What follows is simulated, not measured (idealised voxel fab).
Process module under the name voxel released beams
It is cross-section cut that appears here, measuring 185 nm in width, its square cells being 5 nm in size.
When this document writes out a cross-section, it uses a grid of square cells and lists it as bands, beginning at the top and moving down, with a band standing for one or more rows of cells.
What a band's entry tells you: where the top is and where the bottom is, as heights in nm, and after that what lies inside, material by material from left to right, each with its width in nm. Empty space is written as the word "blank", and a single material marked with the word "full width" occupies the band from edge to edge.
The level at which height equals 0 is the one under which the wafer, as it arrives, is entirely one material. No lower edge exists for the bottom band, which continues downward and is notated as in "z 0 and below".
You'd read "30 to 40" like this: the band's top row of cells is as wide as the first number, its bottom row is as wide as the second, and going down, every row changes width by the same amount as the row before did.
Take "nothing got changed" at face value: in the step it is given for, the cross-section changed in none of its cells.
"Sealed internal voids" enumerates empty spaces isolated from the top, with no open way to it, that contain at least 8 cells, giving each as width x height at distance from the left edge, all three in nm.
Past the settings on a step's line: simulator remark, on that step.
For masked steps, "overlay nm" on the step line gives how far right of plan the mask actually lay; a minus sign means it lay to the left.
## Planned process steps
- 1: RECEIVE | material Si
- 2: CONFORMAL_DEP | material SiN | thk nm 5
- 3: DIRECTIONAL_DEP | material SiO2 | thk nm 10
- 4: MASKED_ETCH | tone open | mask id ANCHOR | width nm 45 | etch materials SiO2 | depth nm 10 | overlay nm 0
- 5: CONFORMAL_DEP | material TiN | thk nm 15
- 6: DIRECTIONAL_DEP | material aC | thk nm 15
- 7: PATTERN | tone cover | mask id BEAM | material resist | width nm 120 | thk nm 30 | overlay nm -15
- 8: DIRECTIONAL_ETCH | etch materials aC | depth nm 15
- 9: STRIP | etch materials resist
- 10: DIRECTIONAL_ETCH | etch materials TiN | depth nm 15
- 11: STRIP | etch materials aC
- 12: STRIP | etch materials SiO2
Wafers differ in overlay nm at step 7; plan lists the first wafer's value; identical starting state.
## This is how the first of several wafers looked in cross-section when it arrived, which is after step 1
	z 0 and below | Si full width
	Sealed internal voids: none
## End of module, by wafer: material-by-material cell gain (+) or loss (-) since receipt, then closed voids
overlay nm -15 | +37 SiN | +84 TiN | Sealed internal voids: none
overlay nm -10 | +37 SiN | +84 TiN | Sealed internal voids: none
overlay nm -5 | +37 SiN | +84 TiN | Sealed internal voids: none
overlay nm 0 | +37 SiN | +84 TiN | Sealed internal voids: none
overlay nm 5 | +37 SiN | +84 TiN | Sealed internal voids: none
overlay nm 10 | +37 SiN | +84 TiN | Sealed internal voids: none
overlay nm 15 | +37 SiN | +84 TiN | Sealed internal voids: none
